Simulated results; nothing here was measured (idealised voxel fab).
Process module heading - voxel self aligned contacts
We display cut, a cross-section 255 nm in width whose square cells are each 5 nm.
A cross-section is written here as square cells arranged in a grid, and it is given in bands from the top down, each band taking up one or more rows of cells. Band entry format. Leading values: height of top, height of bottom, nm. Remainder: materials in left-to-right order, each with its width in nm. Special words: "full width" on a single material, which then fills the band edge to edge; "empty", empty space. Ref level 0: as-received wafer is one material below here. Bottom band extends down with no lower bound ("z 0 and below"). When a width is written as two numbers, as in "30 to 40", the first number is the width in the top row of cells of the band and the second is the width in its bottom row, and the width changes by the same amount from each row to the next. The cross-section has no changed cell in any step marked "no change". So "Closed void entries" is basically the list of trapped voids: any empty space of 8 cells or more that can't reach the top through an opening. They're written width x height at distance, the distance being from the left edge, and it's all nm. Read whatever lies past the settings on a step's line as the simulator's own remark about the step. The optional step-line setting "overlay nm" applies to steps with a mask and quantifies how far to the right of its planned location the mask lay, a negative value indicating leftward placement.

**Steps planned for the process**
| 1 | RECEIVE | material Si |
| 2 | CONFORMAL_DEP | material SiO2 | thk nm 5 |
| 3 | DIRECTIONAL_DEP | material polySi | thk nm 30 |
| 4 | DIRECTIONAL_DEP | material SiN | thk nm 20 |
| 5 | MASKED_ETCH | tone cover | mask id GATE | width nm 35 | pitch nm 80 | etch materials SiN | depth nm 20 | overlay nm 0 |
| 6 | MASKED_ETCH | tone cover | mask id GATE | width nm 35 | pitch nm 80 | etch materials polySi | depth nm 30 | overlay nm 0 |
| 7 | CONFORMAL_DEP | material SiN | thk nm 10 |
| 8 | DIRECTIONAL_ETCH | etch materials SiN | depth nm 10 |
| 9 | FILL_DEP | material SiO2 | thk nm 15 |
| 10 | CMP | height nm 65 |
| 11 | PATTERN | tone open | mask id CONTACT | material resist | width nm 65 | thk nm 20 | overlay nm 0 |
| 12 | DIRECTIONAL_ETCH | etch materials SiO2 | depth nm 65 |
| 13 | STRIP | etch materials resist |
| 14 | CONFORMAL_DEP | material TiN | thk nm 5 |
| 15 | FILL_DEP | material Ru | thk nm 5 |
| 16 | CMP | height nm 65 |
| 17 | CONFORMAL_DEP | material SiCN | thk nm 5 |

**This is the cross-section of the wafer as we received it, i.e. after step 1**
	z 0 and below | Si full width
	Closed void entries: none

**Starting structure and process plan are as shown above, but one mistake was made in running the module; the wafer cross-section at the end of the module follows**
	z 70 to 65 | SiCN full width
	z 65 to 55 | 95 SiO2  5 TiN  55 Ru  5 TiN  95 SiO2
	z 55 to 50 | 95 SiO2  25 TiN  15 Ru  25 TiN  95 SiO2
	z 50 to 30 | 60 SiO2  55 SiN  5 TiN  15 Ru  5 TiN  55 SiN  60 SiO2
	z 30 to 5 | 60 SiO2  10 SiN  35 polySi  10 SiN  5 TiN  15 Ru  5 TiN  10 SiN  35 polySi  10 SiN  60 SiO2
	z 5 to 0 | 60 SiO2  10 SiN  35 polySi  10 SiN  25 TiN  10 SiN  35 polySi  10 SiN  60 SiO2
	z 0 and below | Si full width
	Closed void entries: none
Finding, execution versus plan: step 2 of the plan was jumped over and never run
